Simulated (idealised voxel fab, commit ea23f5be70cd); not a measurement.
Documented hereafter: the process module known as voxel wiring stack.
225 nm wide, 5 nm square cells: that's cross-section cut.
Bands, listed from the top down, are how a cross-section gets written in this document; the cross-section itself is a grid of square cells, and a band is one or more rows of them.
What a band's entry tells you: where the top is and where the bottom is, as heights in nm, and after that what lies inside, material by material from left to right, each with its width in nm. Empty space is written as the word "empty", and a single material marked with the word "edge to edge" occupies the band from edge to edge.
Ref level 0: as-received wafer is one material below here. Bottom band extends down with no lower bound ("from 0 down").
The notation "30->40" denotes a width that varies across the rows of cells in the band, beginning at the first number in the top row, finishing at the second number in the bottom row, and changing by an identical amount from each row to the next.
You'll sometimes find "no change occurred" written for a step, and that's the way of saying that nowhere in the cross-section did a cell change during that step.
Entry "Closed internal cavities". Content: empty spaces with no open connection to the top, size 8 cells or greater. Each: width x height at distance. Distance: from left edge. Unit: nm.
Post-settings text on a step line: simulator's own remark regarding the step.
The line of a step may include "overlay nm". On a step with a mask, this value is how far to the right of its planned place the mask lay. A negative value means the mask lay to the left.

**Set out below are the planned steps of the process**
- 1: RECEIVE,material Si
- 2: CONFORMAL_DEP,material SiO2,thk nm 15
- 3: CONFORMAL_DEP,material SiN,thk nm 5
- 4: DIRECTIONAL_DEP,material lowk,thk nm 25
- 5: MASKED_ETCH,tone open,mask id METAL_1,width nm 20,pitch nm 35,etch materials lowk,depth nm 25,overlay nm 0
- 6: MASKED_ETCH,tone open,mask id METAL_1,width nm 20,pitch nm 35,etch materials SiN,depth nm 5,overlay nm 0
- 7: CONFORMAL_DEP,material TiN,thk nm 5
- 8: FILL_DEP,material Cu,thk nm 5
- 9: CMP,height nm 45
- 10: CONFORMAL_DEP,material SiCN,thk nm 5
- 11: DIRECTIONAL_DEP,material lowk,thk nm 20
- 12: DIRECTIONAL_DEP,material aC,thk nm 15
- 13: PATTERN,tone open,mask id PLUG_1,material resist,width nm 15,pitch nm 35,thk nm 35,overlay nm 0
- 14: DIRECTIONAL_ETCH,etch materials aC,depth nm 15
- 15: STRIP,etch materials resist
- 16: DIRECTIONAL_ETCH,etch materials lowk,depth nm 20
- 17: DIRECTIONAL_ETCH,etch materials SiCN,depth nm 5
- 18: STRIP,etch materials aC
- 19: EPI,material Ru,thk nm 10
- 20: EPI,material Ru,thk nm 10
- 21: EPI,material Ru,thk nm 5
- 22: DIRECTIONAL_DEP,material TiN,thk nm 5
- 23: DIRECTIONAL_DEP,material W,thk nm 25
- 24: MASKED_ETCH,tone cover,mask id METAL_2,width nm 20,pitch nm 35,etch materials W,depth nm 25,overlay nm 0
- 25: MASKED_ETCH,tone cover,mask id METAL_2,width nm 20,pitch nm 35,etch materials TiN,depth nm 5,overlay nm 0
- 26: CONFORMAL_DEP,material SiCN,thk nm 5
- 27: FILL_DEP,material SiO2,thk nm 10
- 28: CMP,height nm 100
- 29: CONFORMAL_DEP,material SiCN,thk nm 5
- 30: DIRECTIONAL_DEP,material SiO2,thk nm 35
- 31: MASKED_ETCH,tone open,mask id METAL_3_HOLES,width nm 15,pitch nm 35,etch materials SiO2,depth nm 35,overlay nm 0
- 32: PATTERN,tone open,mask id METAL_3,material resist,width nm 20,pitch nm 35,thk nm 15,overlay nm 0
- 33: DIRECTIONAL_ETCH,etch materials SiO2,depth nm 20
- 34: DIRECTIONAL_ETCH,etch materials SiCN,depth nm 5
- 35: STRIP,etch materials resist
- 36: CONFORMAL_DEP,material TiN,thk nm 5
- 37: FILL_DEP,material Cu,thk nm 5
- 38: CMP,height nm 140
- 39: CONFORMAL_DEP,material SiCN,thk nm 5
- 40: DIRECTIONAL_DEP,material lowk,thk nm 15
- 41: DIRECTIONAL_DEP,material aC,thk nm 10
- 42: PATTERN,tone open,mask id PLUG_3,material resist,width nm 15,pitch nm 35,thk nm 30,overlay nm 0
- 43: DIRECTIONAL_ETCH,etch materials aC,depth nm 10
- 44: STRIP,etch materials resist
- 45: DIRECTIONAL_ETCH,etch materials lowk,depth nm 15
- 46: DIRECTIONAL_ETCH,etch materials SiCN,depth nm 5
- 47: STRIP,etch materials aC
- 48: EPI,material Ru,thk nm 10
- 49: EPI,material Ru,thk nm 10
- 50: CONFORMAL_DEP,material SiCN,thk nm 5
- 51: DIRECTIONAL_DEP,material lowk,thk nm 20
- 52: PATTERN,tone open,mask id METAL_4,material resist,width nm 20,pitch nm 35,thk nm 15,overlay nm 0
- 53: DIRECTIONAL_ETCH,etch materials lowk,depth nm 20
- 54: DIRECTIONAL_ETCH,etch materials SiCN,depth nm 5
- 55: STRIP,etch materials resist
- 56: CONFORMAL_DEP,material TiN,thk nm 5
- 57: FILL_DEP,material Cu,thk nm 5
- 58: CMP,height nm 185
- 59: CONFORMAL_DEP,material SiN,thk nm 5

**Cross-section of the wafer upon arrival, representing the state reached after step 1**
from 0 down = Si edge to edge
Closed internal cavities: none

**First of two wafers, end-of-module section, run followed plan**
from 190 to 185 = SiN edge to edge
from 185 to 165 = lowk: 50 | TiN: 5 | Cu: 10 | TiN: 5 | lowk: 15 | TiN: 5 | Cu: 10 | TiN: 5 | lowk: 15 | TiN: 5 | Cu: 10 | TiN: 5 | lowk: 15 | TiN: 5 | Cu: 10 | TiN: 5 | lowk: 50
from 165 to 160 = SiCN: 50 | TiN: 20 | SiCN: 15 | TiN: 20 | SiCN: 15 | TiN: 20 | SiCN: 15 | TiN: 20 | SiCN: 50
from 160 to 145 = lowk: 50 | Ru: 15 | lowk: 20 | Ru: 15 | lowk: 20 | Ru: 15 | lowk: 20 | Ru: 15 | lowk: 55
from 145 to 140 = SiCN: 50 | Ru: 15 | SiCN: 20 | Ru: 15 | SiCN: 20 | Ru: 15 | SiCN: 20 | Ru: 15 | SiCN: 55
from 140 to 125 = SiO2: 50 | TiN: 5 | Cu: 10 | TiN: 5 | SiO2: 15 | TiN: 5 | Cu: 10 | TiN: 5 | SiO2: 15 | TiN: 5 | Cu: 10 | TiN: 5 | SiO2: 15 | TiN: 5 | Cu: 10 | TiN: 5 | SiO2: 50
from 125 to 120 = SiO2: 50 | TiN: 5 | Cu: 5 | TiN: 10 | SiO2: 15 | TiN: 5 | Cu: 5 | TiN: 10 | SiO2: 15 | TiN: 5 | Cu: 5 | TiN: 10 | SiO2: 15 | TiN: 5 | Cu: 5 | TiN: 10 | SiO2: 50
from 120 to 105 = SiO2: 50 | TiN: 5 | Cu: 5 | TiN: 5 | SiO2: 20 | TiN: 5 | Cu: 5 | TiN: 5 | SiO2: 20 | TiN: 5 | Cu: 5 | TiN: 5 | SiO2: 20 | TiN: 5 | Cu: 5 | TiN: 5 | SiO2: 55
from 105 to 100 = SiCN: 50 | TiN: 15 | SiCN: 20 | TiN: 15 | SiCN: 20 | TiN: 15 | SiCN: 20 | TiN: 15 | SiCN: 55
from 100 to 75 = SiO2: 45 | SiCN: 5 | W: 20 | SiCN: 5 | SiO2: 5 | SiCN: 5 | W: 20 | SiCN: 5 | SiO2: 5 | SiCN: 5 | W: 20 | SiCN: 5 | SiO2: 5 | SiCN: 5 | W: 20 | SiCN: 5 | SiO2: 45
from 75 to 70 = SiCN: 50 | TiN: 20 | SiCN: 15 | TiN: 20 | SiCN: 15 | TiN: 20 | SiCN: 15 | TiN: 20 | SiCN: 50
from 70 to 50 = lowk: 50 | Ru: 15 | lowk: 20 | Ru: 15 | lowk: 20 | Ru: 15 | lowk: 20 | Ru: 15 | lowk: 55
from 50 to 45 = SiCN: 50 | Ru: 15 | SiCN: 20 | Ru: 15 | SiCN: 20 | Ru: 15 | SiCN: 20 | Ru: 15 | SiCN: 55
from 45 to 20 = lowk: 50 | TiN: 5 | Cu: 10 | TiN: 5 | lowk: 15 | TiN: 5 | Cu: 10 | TiN: 5 | lowk: 15 | TiN: 5 | Cu: 10 | TiN: 5 | lowk: 15 | TiN: 5 | Cu: 10 | TiN: 5 | lowk: 50
from 20 to 15 = SiN: 50 | TiN: 20 | SiN: 15 | TiN: 20 | SiN: 15 | TiN: 20 | SiN: 15 | TiN: 20 | SiN: 50
from 15 to 0 = SiO2 edge to edge
from 0 down = Si edge to edge
Closed internal cavities: none

**Second wafer through the module, sectioned at the end: same beginning and same plan as the first wafer, with one mistake in carrying it out**
from 190 to 185 = SiN edge to edge
from 185 to 180 = TiN: 55 | Cu: 10 | TiN: 25 | Cu: 10 | TiN: 25 | Cu: 10 | TiN: 25 | Cu: 10 | TiN: 55
from 180 to 160 = lowk: 50 | TiN: 5 | Cu: 10 | TiN: 5 | lowk: 15 | TiN: 5 | Cu: 10 | TiN: 5 | lowk: 15 | TiN: 5 | Cu: 10 | TiN: 5 | lowk: 15 | TiN: 5 | Cu: 10 | TiN: 5 | lowk: 50
from 160 to 155 = SiCN: 50 | TiN: 20 | SiCN: 15 | TiN: 20 | SiCN: 15 | TiN: 20 | SiCN: 15 | TiN: 20 | SiCN: 50
from 155 to 140 = lowk: 50 | Ru: 15 | lowk: 20 | Ru: 15 | lowk: 20 | Ru: 15 | lowk: 20 | Ru: 15 | lowk: 55
from 140 to 135 = SiCN: 50 | Ru: 15 | SiCN: 20 | Ru: 15 | SiCN: 20 | Ru: 15 | SiCN: 20 | Ru: 15 | SiCN: 55
from 135 to 125 = SiO2: 50 | TiN: 5 | Cu: 10 | TiN: 5 | SiO2: 15 | TiN: 5 | Cu: 10 | TiN: 5 | SiO2: 15 | TiN: 5 | Cu: 10 | TiN: 5 | SiO2: 15 | TiN: 5 | Cu: 10 | TiN: 5 | SiO2: 50
from 125 to 120 = SiO2: 50 | TiN: 5 | Cu: 5 | TiN: 10 | SiO2: 15 | TiN: 5 | Cu: 5 | TiN: 10 | SiO2: 15 | TiN: 5 | Cu: 5 | TiN: 10 | SiO2: 15 | TiN: 5 | Cu: 5 | TiN: 10 | SiO2: 50
from 120 to 105 = SiO2: 50 | TiN: 5 | Cu: 5 | TiN: 5 | SiO2: 20 | TiN: 5 | Cu: 5 | TiN: 5 | SiO2: 20 | TiN: 5 | Cu: 5 | TiN: 5 | SiO2: 20 | TiN: 5 | Cu: 5 | TiN: 5 | SiO2: 55
from 105 to 100 = SiCN: 50 | TiN: 15 | SiCN: 20 | TiN: 15 | SiCN: 20 | TiN: 15 | SiCN: 20 | TiN: 15 | SiCN: 55
from 100 to 75 = SiO2: 45 | SiCN: 5 | W: 20 | SiCN: 5 | SiO2: 5 | SiCN: 5 | W: 20 | SiCN: 5 | SiO2: 5 | SiCN: 5 | W: 20 | SiCN: 5 | SiO2: 5 | SiCN: 5 | W: 20 | SiCN: 5 | SiO2: 45
from 75 to 70 = SiCN: 50 | TiN: 20 | SiCN: 15 | TiN: 20 | SiCN: 15 | TiN: 20 | SiCN: 15 | TiN: 20 | SiCN: 50
from 70 to 50 = lowk: 50 | Ru: 15 | lowk: 20 | Ru: 15 | lowk: 20 | Ru: 15 | lowk: 20 | Ru: 15 | lowk: 55
from 50 to 45 = SiCN: 50 | Ru: 15 | SiCN: 20 | Ru: 15 | SiCN: 20 | Ru: 15 | SiCN: 20 | Ru: 15 | SiCN: 55
from 45 to 20 = lowk: 50 | TiN: 5 | Cu: 10 | TiN: 5 | lowk: 15 | TiN: 5 | Cu: 10 | TiN: 5 | lowk: 15 | TiN: 5 | Cu: 10 | TiN: 5 | lowk: 15 | TiN: 5 | Cu: 10 | TiN: 5 | lowk: 50
from 20 to 15 = SiN: 50 | TiN: 20 | SiN: 15 | TiN: 20 | SiN: 15 | TiN: 20 | SiN: 15 | TiN: 20 | SiN: 50
from 15 to 0 = SiO2 edge to edge
from 0 down = Si edge to edge
Closed internal cavities: none
what went wrong: step 38 went in with a setting other than planned; the actual run was CMP,height nm 135
Materials where the second wafer ends with more or fewer cells than the first: SiO2: 29 fewer | TiN: 29 more
